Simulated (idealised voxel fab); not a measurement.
process module | voxel ribs on slabs
cross-section cut | 150 nm wide | cells 5 nm
A cross-section is a grid of square cells, given in bands from the top down. A band is one or more rows of cells.
Each band's line starts with the height of the band's top and of its bottom, in nm. Then come its materials from left to right, each with its width in nm. One material with "throughout" fills the band from edge to edge. "air" is empty space.
Height 0 is the level under which the wafer as received is all one material. The lowest band goes on downwards, as in "0 down".
A width such as "30 to 40" changes by the same amount from each row of cells to the next, from the band's top row to its bottom row.
"no change" after a step means that no cell of the cross-section changed.
closed voids: empty space of 8 cells or more with no open way to the top, each as width x height at its distance from the left edge, in nm
after a step's settings: what the simulator itself notes on the step
overlay nm, on a step with a mask: how far to the right of its planned place the mask lay; to the left if negative
plan
1 op RECEIVE | material Si
2 op DIRECTIONAL_DEP | material SiO2 | thk nm 20
3 op DIRECTIONAL_DEP | material polySi | thk nm 20
4 op MASKED_ETCH | tone cover | mask id RIB | width nm 15 | etch materials polySi | depth nm 5 | overlay nm 0
5 op DIRECTIONAL_DEP | material aC | thk nm 15
6 op PATTERN | tone cover | mask id SLAB | material resist | width nm 45 | thk nm 30 | overlay nm 0
7 op DIRECTIONAL_ETCH | etch materials aC | depth nm 15
8 op STRIP | etch materials resist
9 op DIRECTIONAL_ETCH | etch materials polySi | depth nm 15
10 op STRIP | etch materials aC
11 op FILL_DEP | material SiO2 | thk nm 20
12 op CMP | height nm 50
13 op DIRECTIONAL_DEP | material TiN | thk nm 10
14 op PATTERN | tone cover | mask id HEATER | material resist | width nm 25 | thk nm 15 | overlay nm 0
15 op DIRECTIONAL_ETCH | etch materials TiN | depth nm 10
16 op STRIP | etch materials resist
17 op CONFORMAL_DEP | material SiN | thk nm 10
first wafer, as planned
as received, after step 1
  0 down: Si throughout
  closed voids: none
after step 2
  20 to 0: SiO2 throughout
  below 0: unchanged
after step 3
  40 to 20: polySi throughout
  below 20: unchanged
after step 4
  40 to 35: air 65 | polySi 15 | air 70
  below 35: unchanged
after step 5
  55 to 50: air 65 | aC 15 | air 70
  50 to 40: aC throughout
  40 to 35: aC 65 | polySi 15 | aC 70
  below 35: unchanged
after step 6
  85 to 55: air 50 | resist 45 | air 55
  55 to 50: air 50 | resist 15 | aC 15 | resist 15 | air 55
  below 50: unchanged
after step 7
  70 to 55: air 50 | resist 45 | air 55
  55 to 50: air 50 | resist 15 | aC 15 | resist 15 | air 55
  50 to 40: air 50 | aC 45 | air 55
  40 to 35: air 50 | aC 15 | polySi 15 | aC 15 | air 55
  below 35: unchanged
after step 8
  55 to 50: air 65 | aC 15 | air 70
  below 50: unchanged
after step 9
  55 to 50: air 65 | aC 15 | air 70
  50 to 40: air 50 | aC 45 | air 55
  40 to 35: air 50 | aC 15 | polySi 15 | aC 15 | air 55
  35 to 20: air 50 | polySi 45 | air 55
  below 20: unchanged
after step 10
  40 to 35: air 65 | polySi 15 | air 70
  below 35: unchanged
after step 11
  60 to 40: SiO2 throughout
  40 to 35: SiO2 65 | polySi 15 | SiO2 70
  35 to 20: SiO2 50 | polySi 45 | SiO2 55
  below 20: unchanged
after step 12
  50 to 40: SiO2 throughout
  below 40: unchanged
after step 13
  60 to 50: TiN throughout
  below 50: unchanged
after step 14
  75 to 60: air 60 | resist 25 | air 65
  below 60: unchanged
after step 15
  75 to 60: air 60 | resist 25 | air 65
  60 to 50: air 60 | TiN 25 | air 65
  below 50: unchanged
after step 16
  60 to 50: air 60 | TiN 25 | air 65
  below 50: unchanged
after step 17
  70 to 60: air 50 | SiN 45 | air 55
  60 to 50: SiN 60 | TiN 25 | SiN 65
  below 50: unchanged
second wafer: like start, like plan, one mistake. Through step 3 it matches the first wafer
when step 4 should have ended
  40 to 35: polySi 65 | air 15 | polySi 70
  below 35: unchanged
when step 5 should have ended
  55 to 50: aC 65 | air 15 | aC 70
  50 to 40: aC throughout
  40 to 35: polySi 65 | aC 15 | polySi 70
  below 35: unchanged
when step 6 should have ended
  85 to 55: air 50 | resist 45 | air 55
  55 to 50: aC 65 | resist 15 | aC 70
  below 50: unchanged
when step 7 should have ended
  70 to 55: air 50 | resist 45 | air 55
  55 to 50: air 50 | aC 15 | resist 15 | aC 15 | air 55
  50 to 40: air 50 | aC 45 | air 55
  below 40: unchanged
when step 8 should have ended
  55 to 50: air 50 | aC 15 | air 15 | aC 15 | air 55
  below 50: unchanged
when step 9 should have ended
  55 to 50: air 50 | aC 15 | air 15 | aC 15 | air 55
  50 to 40: air 50 | aC 45 | air 55
  40 to 35: air 50 | polySi 15 | aC 15 | polySi 15 | air 55
  35 to 25: air 50 | polySi 45 | air 55
  below 25: unchanged
when step 10 should have ended
  40 to 35: air 50 | polySi 15 | air 15 | polySi 15 | air 55
  below 35: unchanged
when step 11 should have ended
  60 to 40: SiO2 throughout
  40 to 35: SiO2 50 | polySi 15 | SiO2 15 | polySi 15 | SiO2 55
  35 to 25: SiO2 50 | polySi 45 | SiO2 55
  below 25: unchanged
when step 12 should have ended
  50 to 40: SiO2 throughout
  below 40: unchanged
when step 13 should have ended
  60 to 50: TiN throughout
  below 50: unchanged
when step 14 should have ended
  75 to 60: air 60 | resist 25 | air 65
  below 60: unchanged
when step 15 should have ended
  75 to 60: air 60 | resist 25 | air 65
  60 to 50: air 60 | TiN 25 | air 65
  below 50: unchanged
when step 16 should have ended
  60 to 50: air 60 | TiN 25 | air 65
  below 50: unchanged
when step 17 should have ended
  70 to 60: air 50 | SiN 45 | air 55
  60 to 50: SiN 60 | TiN 25 | SiN 65
  below 50: unchanged
what went wrong: step 4 ran as: op MASKED_ETCH | tone open | mask id RIB | width nm 15 | etch materials polySi | depth nm 5 | overlay nm 0
at the end the second wafer has, in cells: 24 fewer of SiO2 | 24 more of polySi
